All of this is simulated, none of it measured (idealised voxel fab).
process module | voxel wiring stack
cross-section cut | 175 nm wide | cells 5 nm
A cross-section is a grid of square cells, given in bands from the top down. A band is one or more rows of cells.
Each band's line starts with the height of the band's top and of its bottom, in nm. Then come its materials from left to right, each with its width in nm. One material with "throughout" fills the band from edge to edge. "air" is empty space.
Height 0 is the level under which the wafer as received is all one material. The lowest band goes on downwards, as in "0 down".
A width such as "30 to 40" changes by the same amount from each row of cells to the next, from the band's top row to its bottom row.
"no change" after a step means that no cell of the cross-section changed.
closed voids: empty space of 8 cells or more with no open way to the top, each as width x height at its distance from the left edge, in nm
after a step's settings: what the simulator itself notes on the step
overlay nm, on a step with a mask: how far to the right of its planned place the mask lay; to the left if negative
plan
1 op RECEIVE | material Si
2 op CONFORMAL_DEP | material SiO2 | thk nm 10
3 op CONFORMAL_DEP | material SiCN | thk nm 5
4 op DIRECTIONAL_DEP | material SiO2 | thk nm 25
5 op DIRECTIONAL_DEP | material aC | thk nm 15
6 op PATTERN | tone open | mask id METAL_1 | material resist | width nm 25 | pitch nm 40 | thk nm 30 | overlay nm 0
7 op DIRECTIONAL_ETCH | etch materials aC | depth nm 15
8 op STRIP | etch materials resist
9 op DIRECTIONAL_ETCH | etch materials SiO2 | depth nm 25
10 op DIRECTIONAL_ETCH | etch materials SiCN | depth nm 5
11 op STRIP | etch materials aC
12 op CONFORMAL_DEP | material TiN | thk nm 5
13 op FILL_DEP | material Ru | thk nm 5
14 op CMP | height nm 40
15 op EPI | material Ru | thk nm 5
16 op FILL_DEP | material SiCN | thk nm 5
17 op DIRECTIONAL_DEP | material SiO2 | thk nm 25
18 op MASKED_ETCH | tone open | mask id METAL_2 | width nm 25 | pitch nm 40 | etch materials SiO2 | depth nm 15 | overlay nm 0
19 op PATTERN | tone open | mask id METAL_2_HOLES | material resist | width nm 15 | pitch nm 40 | thk nm 15 | overlay nm 0
20 op DIRECTIONAL_ETCH | etch materials SiO2 | depth nm 10
21 op DIRECTIONAL_ETCH | etch materials SiCN | depth nm 5
22 op STRIP | etch materials resist
23 op CONFORMAL_DEP | material TiN | thk nm 5
24 op FILL_DEP | material Cu | thk nm 5
25 op CMP | height nm 75
26 op CONFORMAL_DEP | material SiCN | thk nm 5
varied across the wafers: width nm of step 19. The plan shows the first wafer's value. All wafers start alike
first wafer as received, after step 1
  0 down: Si throughout
  closed voids: none
first wafer at the end, after step 26
  80 to 75: SiCN throughout
  75 to 65: SiO2 35 | TiN 5 | Cu 15 | TiN 5 | SiO2 15 | TiN 5 | Cu 15 | TiN 5 | SiO2 15 | TiN 5 | Cu 15 | TiN 5 | SiO2 35
  65 to 60: SiO2 35 | TiN 5 | Cu 5 | TiN 15 | SiO2 15 | TiN 5 | Cu 5 | TiN 15 | SiO2 15 | TiN 5 | Cu 5 | TiN 15 | SiO2 35
  60 to 50: SiO2 35 | TiN 5 | Cu 5 | TiN 5 | SiO2 25 | TiN 5 | Cu 5 | TiN 5 | SiO2 25 | TiN 5 | Cu 5 | TiN 5 | SiO2 45
  50 to 45: SiCN 35 | TiN 15 | SiCN 25 | TiN 15 | SiCN 25 | TiN 15 | SiCN 45
  45 to 40: SiCN 30 | Ru 35 | SiCN 5 | Ru 35 | SiCN 5 | Ru 35 | SiCN 30
  40 to 15: SiO2 35 | TiN 5 | Ru 15 | TiN 5 | SiO2 15 | TiN 5 | Ru 15 | TiN 5 | SiO2 15 | TiN 5 | Ru 15 | TiN 5 | SiO2 35
  15 to 10: SiCN 35 | TiN 25 | SiCN 15 | TiN 25 | SiCN 15 | TiN 25 | SiCN 35
  10 to 0: SiO2 throughout
  0 down: Si throughout
  closed voids: none
last wafer at the end
  80 to 75: SiCN throughout
  75 to 65: SiO2 30 | TiN 5 to 10 | Cu 20 to 15 | TiN 5 | SiO2 10 | TiN 5 to 10 | Cu 20 to 15 | TiN 5 | SiO2 10 | TiN 5 to 10 | Cu 20 to 15 | TiN 5 | SiO2 35
  65 to 60: SiO2 35 | TiN 5 | Cu 10 | TiN 10 | SiO2 15 | TiN 5 | Cu 10 | TiN 10 | SiO2 15 | TiN 5 | Cu 10 | TiN 10 | SiO2 35
  60 to 50: SiO2 35 | TiN 5 | Cu 10 | TiN 5 | SiO2 20 | TiN 5 | Cu 10 | TiN 5 | SiO2 20 | TiN 5 | Cu 10 | TiN 5 | SiO2 40
  50 to 45: SiCN 35 | TiN 20 | SiCN 20 | TiN 20 | SiCN 20 | TiN 20 | SiCN 40
  45 to 40: SiCN 30 | Ru 35 | SiCN 5 | Ru 35 | SiCN 5 | Ru 35 | SiCN 30
  40 to 15: SiO2 35 | TiN 5 | Ru 15 | TiN 5 | SiO2 15 | TiN 5 | Ru 15 | TiN 5 | SiO2 15 | TiN 5 | Ru 15 | TiN 5 | SiO2 35
  15 to 10: SiCN 35 | TiN 25 | SiCN 15 | TiN 25 | SiCN 15 | TiN 25 | SiCN 35
  10 to 0: SiO2 throughout
  0 down: Si throughout
  closed voids: none
each wafer at the end: cells of each material gained (+) or lost (-) since it was received, then its closed voids
width nm 15 | +27 Cu | +66 Ru | +95 SiCN | +282 SiO2 | +90 TiN | closed voids: none
width nm 20 | +36 Cu | +66 Ru | +92 SiCN | +276 SiO2 | +90 TiN | closed voids: none
width nm 25 | +39 Cu | +66 Ru | +92 SiCN | +270 SiO2 | +93 TiN | closed voids: none
